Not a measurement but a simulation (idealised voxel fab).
process module | voxel tone inversion
cross-section cut | 215 nm wide | cells 5 nm
A cross-section is a grid of square cells, given in bands from the top down. A band is one or more rows of cells.
Each band's line starts with the height of the band's top and of its bottom, in nm. Then come its materials from left to right, each with its width in nm. One material with "throughout" fills the band from edge to edge. "air" is empty space.
Height 0 is the level under which the wafer as received is all one material. The lowest band goes on downwards, as in "0 down".
A width such as "30 to 40" changes by the same amount from each row of cells to the next, from the band's top row to its bottom row.
"no change" after a step means that no cell of the cross-section changed.
closed voids: empty space of 8 cells or more with no open way to the top, each as width x height at its distance from the left edge, in nm
after a step's settings: what the simulator itself notes on the step
overlay nm, on a step with a mask: how far to the right of its planned place the mask lay; to the left if negative
plan
1 op RECEIVE | material Si
2 op CONFORMAL_DEP | material SiN | thk nm 10
3 op DIRECTIONAL_DEP | material polySi | thk nm 25
4 op PATTERN | tone cover | mask id POSTS | material resist | width nm 20 | pitch nm 50 | thk nm 35 | overlay nm 0
5 op DIRECTIONAL_ETCH | etch materials polySi | depth nm 25
6 op STRIP | etch materials resist
7 op FILL_DEP | material lowk | thk nm 5
8 op CMP | height nm 35
9 op STRIP | etch materials polySi
10 op CONFORMAL_DEP | material TiN | thk nm 5
11 op FILL_DEP | material Ru | thk nm 10
12 op CMP | height nm 35
13 op CONFORMAL_DEP | material SiCN | thk nm 5
as received, after step 1
  0 down: Si throughout
  closed voids: none
first wafer at the end, as planned
  40 to 35: SiCN throughout
  35 to 15: lowk 45 | TiN 5 | Ru 10 | TiN 5 | lowk 30 | TiN 5 | Ru 10 | TiN 5 | lowk 30 | TiN 5 | Ru 10 | TiN 5 | lowk 50
  15 to 10: lowk 45 | TiN 20 | lowk 30 | TiN 20 | lowk 30 | TiN 20 | lowk 50
  10 to 0: SiN throughout
  0 down: Si throughout
  closed voids: none
second wafer at the end: like start, like plan, one mistake
  40 to 35: SiCN throughout
  35 to 25: SiN throughout
  25 to 0: polySi throughout
  0 down: Si throughout
  closed voids: none
what went wrong: steps 2 and 3 were swapped
at the end the second wafer has, in cells: 24 fewer of Ru | 36 fewer of TiN | 155 fewer of lowk | 215 more of polySi
